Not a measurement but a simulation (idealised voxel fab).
The name of this process module is voxel self aligned contacts.
The width of the displayed cross-section, cut, is 145 nm; its cells are square, with a size of 5 nm.
How to read a cross-section here: the picture is a grid of square cells, written as bands going from the top down, and any band can span one or more rows of cells. In this notation a band is specified by the heights of its top and bottom, in that order and in nm, after which its materials appear from left to right, each paired with its width in nm. The word "all across" attached to a single material means that material fills the band from edge to edge; the word "air" stands for empty space. Heights from 0 (as-received wafer is one material below). Bottom band endless downward, as "from 0 down". Width "30->40": first value at the band's top row of cells, second value at its bottom row, equal change from row to row. The cross-section has no changed cell in any step marked "nothing got changed". The label "Sealed cavities" introduces a list of the empty spaces, 8 cells or larger, that have no open way up to the top; each entry in it reads width x height at distance, where the distance is taken from the left edge and all three are stated in nm. The remark found on a step's line after its settings is issued by the simulator itself and pertains to that step. overlay nm: mask offset rightward from planned place, masked step; negative means leftward offset.

The steps planned for the process are as follows
1 RECEIVE (material Si)
2 CONFORMAL_DEP (material SiO2; thk nm 5)
3 DIRECTIONAL_DEP (material polySi; thk nm 30)
4 DIRECTIONAL_DEP (material SiN; thk nm 20)
5 MASKED_ETCH (tone cover; mask id GATE; width nm 25; pitch nm 60; etch materials SiN; depth nm 20; overlay nm 0)
6 MASKED_ETCH (tone cover; mask id GATE; width nm 25; pitch nm 60; etch materials polySi; depth nm 30; overlay nm 0)
7 CONFORMAL_DEP (material SiN; thk nm 5)
8 DIRECTIONAL_ETCH (etch materials SiN; depth nm 5)
9 FILL_DEP (material SiO2; thk nm 20)
10 CMP (height nm 65)
11 DIRECTIONAL_DEP (material aC; thk nm 15)
12 PATTERN (tone open; mask id CONTACT; material resist; width nm 45; thk nm 30; overlay nm 0)
13 DIRECTIONAL_ETCH (etch materials aC; depth nm 15)
14 STRIP (etch materials resist)
15 DIRECTIONAL_ETCH (etch materials SiO2; depth nm 65)
16 STRIP (etch materials aC)
17 CONFORMAL_DEP (material TiN; thk nm 5)
18 FILL_DEP (material Ru; thk nm 5)
19 CMP (height nm 65)
20 CONFORMAL_DEP (material SiN; thk nm 5)

The first of the two wafers, which ran as planned

This is the cross-section of the wafer as we received it, i.e. after step 1
    from 0 down: Si all across
    Sealed cavities: none

So this is the wafer cross-section right after step 2
    from 5 to 0: SiO2 all across
    Lower than 0, everything is as it was.

So this is the wafer cross-section right after step 3
    from 35 to 5: polySi all across
    Lower than 5, everything is as it was.

So this is the wafer cross-section right after step 4
    from 55 to 35: SiN all across
    Lower than 35, everything is as it was.

So this is the wafer cross-section right after step 5
    from 55 to 35: air 30 nm / SiN 25 nm / air 35 nm / SiN 25 nm / air 30 nm
    Lower than 35, everything is as it was.

So this is the wafer cross-section right after step 6
    from 55 to 35: air 30 nm / SiN 25 nm / air 35 nm / SiN 25 nm / air 30 nm
    from 35 to 5: air 30 nm / polySi 25 nm / air 35 nm / polySi 25 nm / air 30 nm
    Lower than 5, everything is as it was.

So this is the wafer cross-section right after step 7
    from 60 to 35: air 25 nm / SiN 35 nm / air 25 nm / SiN 35 nm / air 25 nm
    from 35 to 10: air 25 nm / SiN 5 nm / polySi 25 nm / SiN 5 nm / air 25 nm / SiN 5 nm / polySi 25 nm / SiN 5 nm / air 25 nm
    from 10 to 5: SiN 30 nm / polySi 25 nm / SiN 35 nm / polySi 25 nm / SiN 30 nm
    Lower than 5, everything is as it was.

So this is the wafer cross-section right after step 8
    from 55 to 35: air 25 nm / SiN 35 nm / air 25 nm / SiN 35 nm / air 25 nm
    from 35 to 5: air 25 nm / SiN 5 nm / polySi 25 nm / SiN 5 nm / air 25 nm / SiN 5 nm / polySi 25 nm / SiN 5 nm / air 25 nm
    Lower than 5, everything is as it was.

So this is the wafer cross-section right after step 9
    from 75 to 55: SiO2 all across
    from 55 to 35: SiO2 25 nm / SiN 35 nm / SiO2 25 nm / SiN 35 nm / SiO2 25 nm
    from 35 to 5: SiO2 25 nm / SiN 5 nm / polySi 25 nm / SiN 5 nm / SiO2 25 nm / SiN 5 nm / polySi 25 nm / SiN 5 nm / SiO2 25 nm
    Lower than 5, everything is as it was.

So this is the wafer cross-section right after step 10
    from 65 to 55: SiO2 all across
    Lower than 55, everything is as it was.

So this is the wafer cross-section right after step 11
    from 80 to 65: aC all across
    Lower than 65, everything is as it was.

So this is the wafer cross-section right after step 12
    from 110 to 80: resist 50 nm / air 45 nm / resist 50 nm
    Lower than 80, everything is as it was.

So this is the wafer cross-section right after step 13
    from 95 to 80: resist 50 nm / air 45 nm / resist 50 nm
    from 80 to 65: aC 50 nm / air 45 nm / aC 50 nm
    Lower than 65, everything is as it was.

So this is the wafer cross-section right after step 14
    from 80 to 65: aC 50 nm / air 45 nm / aC 50 nm
    Lower than 65, everything is as it was.

So this is the wafer cross-section right after step 15
    from 80 to 65: aC 50 nm / air 45 nm / aC 50 nm
    from 65 to 55: SiO2 50 nm / air 45 nm / SiO2 50 nm
    from 55 to 35: SiO2 25 nm / SiN 35 nm / air 25 nm / SiN 35 nm / SiO2 25 nm
    from 35 to 5: SiO2 25 nm / SiN 5 nm / polySi 25 nm / SiN 5 nm / air 25 nm / SiN 5 nm / polySi 25 nm / SiN 5 nm / SiO2 25 nm
    from 5 to 0: SiO2 60 nm / air 25 nm / SiO2 60 nm
    Lower than 0, everything is as it was.

So this is the wafer cross-section right after step 16
    from 65 to 55: SiO2 50 nm / air 45 nm / SiO2 50 nm
    Lower than 55, everything is as it was.

So this is the wafer cross-section right after step 17
    from 70 to 65: TiN 55 nm / air 35 nm / TiN 55 nm
    from 65 to 55: SiO2 50 nm / TiN 5->15 nm / air 35->15 nm / TiN 5->15 nm / SiO2 50 nm
    from 55 to 35: SiO2 25 nm / SiN 35 nm / TiN 5 nm / air 15 nm / TiN 5 nm / SiN 35 nm / SiO2 25 nm
    from 35 to 5: SiO2 25 nm / SiN 5 nm / polySi 25 nm / SiN 5 nm / TiN 5 nm / air 15 nm / TiN 5 nm / SiN 5 nm / polySi 25 nm / SiN 5 nm / SiO2 25 nm
    from 5 to 0: SiO2 60 nm / TiN 25 nm / SiO2 60 nm
    Lower than 0, everything is as it was.

So this is the wafer cross-section right after step 18
    from 75 to 70: Ru all across
    from 70 to 65: TiN 55 nm / Ru 35 nm / TiN 55 nm
    from 65 to 55: SiO2 50 nm / TiN 5->15 nm / Ru 35->15 nm / TiN 5->15 nm / SiO2 50 nm
    from 55 to 35: SiO2 25 nm / SiN 35 nm / TiN 5 nm / Ru 15 nm / TiN 5 nm / SiN 35 nm / SiO2 25 nm
    from 35 to 5: SiO2 25 nm / SiN 5 nm / polySi 25 nm / SiN 5 nm / TiN 5 nm / Ru 15 nm / TiN 5 nm / SiN 5 nm / polySi 25 nm / SiN 5 nm / SiO2 25 nm
    Lower than 5, everything is as it was.

So this is the wafer cross-section right after step 19
    from 65 to 55: SiO2 50 nm / TiN 5->15 nm / Ru 35->15 nm / TiN 5->15 nm / SiO2 50 nm
    Lower than 55, everything is as it was.

So this is the wafer cross-section right after step 20
    from 70 to 65: SiN all across
    Lower than 65, everything is as it was.

The Second Wafer: Common Origin and Plan, One Mistake in Execution, Identical to the First Through Step 4

What the second wafer looks like in cross-section when step 5 should have wrapped up
    from 55 to 40: air 30 nm / SiN 25 nm / air 35 nm / SiN 25 nm / air 30 nm
    Lower than 40, everything is as it was.

What the second wafer looks like in cross-section when step 6 should have wrapped up: nothing got changed

What the second wafer looks like in cross-section when step 7 should have wrapped up
    from 60 to 45: air 25 nm / SiN 35 nm / air 25 nm / SiN 35 nm / air 25 nm
    from 45 to 35: SiN all across
    Lower than 35, everything is as it was.

What the second wafer looks like in cross-section when step 8 should have wrapped up
    from 55 to 40: air 25 nm / SiN 35 nm / air 25 nm / SiN 35 nm / air 25 nm
    Lower than 40, everything is as it was.

What the second wafer looks like in cross-section when step 9 should have wrapped up
    from 75 to 55: SiO2 all across
    from 55 to 40: SiO2 25 nm / SiN 35 nm / SiO2 25 nm / SiN 35 nm / SiO2 25 nm
    Lower than 40, everything is as it was.

What the second wafer looks like in cross-section when step 10 should have wrapped up
    from 65 to 55: SiO2 all across
    Lower than 55, everything is as it was.

What the second wafer looks like in cross-section when step 11 should have wrapped up
    from 80 to 65: aC all across
    Lower than 65, everything is as it was.

What the second wafer looks like in cross-section when step 12 should have wrapped up
    from 110 to 80: resist 50 nm / air 45 nm / resist 50 nm
    Lower than 80, everything is as it was.

What the second wafer looks like in cross-section when step 13 should have wrapped up
    from 95 to 80: resist 50 nm / air 45 nm / resist 50 nm
    from 80 to 65: aC 50 nm / air 45 nm / aC 50 nm
    Lower than 65, everything is as it was.

What the second wafer looks like in cross-section when step 14 should have wrapped up
    from 80 to 65: aC 50 nm / air 45 nm / aC 50 nm
    Lower than 65, everything is as it was.

What the second wafer looks like in cross-section when step 15 should have wrapped up
    from 80 to 65: aC 50 nm / air 45 nm / aC 50 nm
    from 65 to 55: SiO2 50 nm / air 45 nm / SiO2 50 nm
    from 55 to 40: SiO2 25 nm / SiN 35 nm / air 25 nm / SiN 35 nm / SiO2 25 nm
    Lower than 40, everything is as it was.

What the second wafer looks like in cross-section when step 16 should have wrapped up
    from 65 to 55: SiO2 50 nm / air 45 nm / SiO2 50 nm
    Lower than 55, everything is as it was.

What the second wafer looks like in cross-section when step 17 should have wrapped up
    from 70 to 65: TiN 55 nm / air 35 nm / TiN 55 nm
    from 65 to 55: SiO2 50 nm / TiN 5->15 nm / air 35->15 nm / TiN 5->15 nm / SiO2 50 nm
    from 55 to 45: SiO2 25 nm / SiN 35 nm / TiN 5 nm / air 15 nm / TiN 5 nm / SiN 35 nm / SiO2 25 nm
    from 45 to 40: SiO2 25 nm / SiN 35 nm / TiN 25 nm / SiN 35 nm / SiO2 25 nm
    Lower than 40, everything is as it was.

What the second wafer looks like in cross-section when step 18 should have wrapped up
    from 75 to 70: Ru all across
    from 70 to 65: TiN 55 nm / Ru 35 nm / TiN 55 nm
    from 65 to 55: SiO2 50 nm / TiN 5->15 nm / Ru 35->15 nm / TiN 5->15 nm / SiO2 50 nm
    from 55 to 45: SiO2 25 nm / SiN 35 nm / TiN 5 nm / Ru 15 nm / TiN 5 nm / SiN 35 nm / SiO2 25 nm
    Lower than 45, everything is as it was.

What the second wafer looks like in cross-section when step 19 should have wrapped up
    from 65 to 55: SiO2 50 nm / TiN 5->15 nm / Ru 35->15 nm / TiN 5->15 nm / SiO2 50 nm
    Lower than 55, everything is as it was.

What the second wafer looks like in cross-section when step 20 should have wrapped up
    from 70 to 65: SiN all across
    Lower than 65, everything is as it was.
Short version of what went wrong: rather than as planned, step 5 actually ran as MASKED_ETCH (tone cover; mask id GATE; width nm 25; pitch nm 60; etch materials SiN; depth nm 15; overlay nm 0)
It is noted that, at the conclusion of processing, the second wafer exhibits a higher or lower cell count for certain materials relative to the first: Ru: 24 fewer, SiN: 9 fewer, SiO2: 65 fewer, TiN: 16 fewer, polySi: 114 more
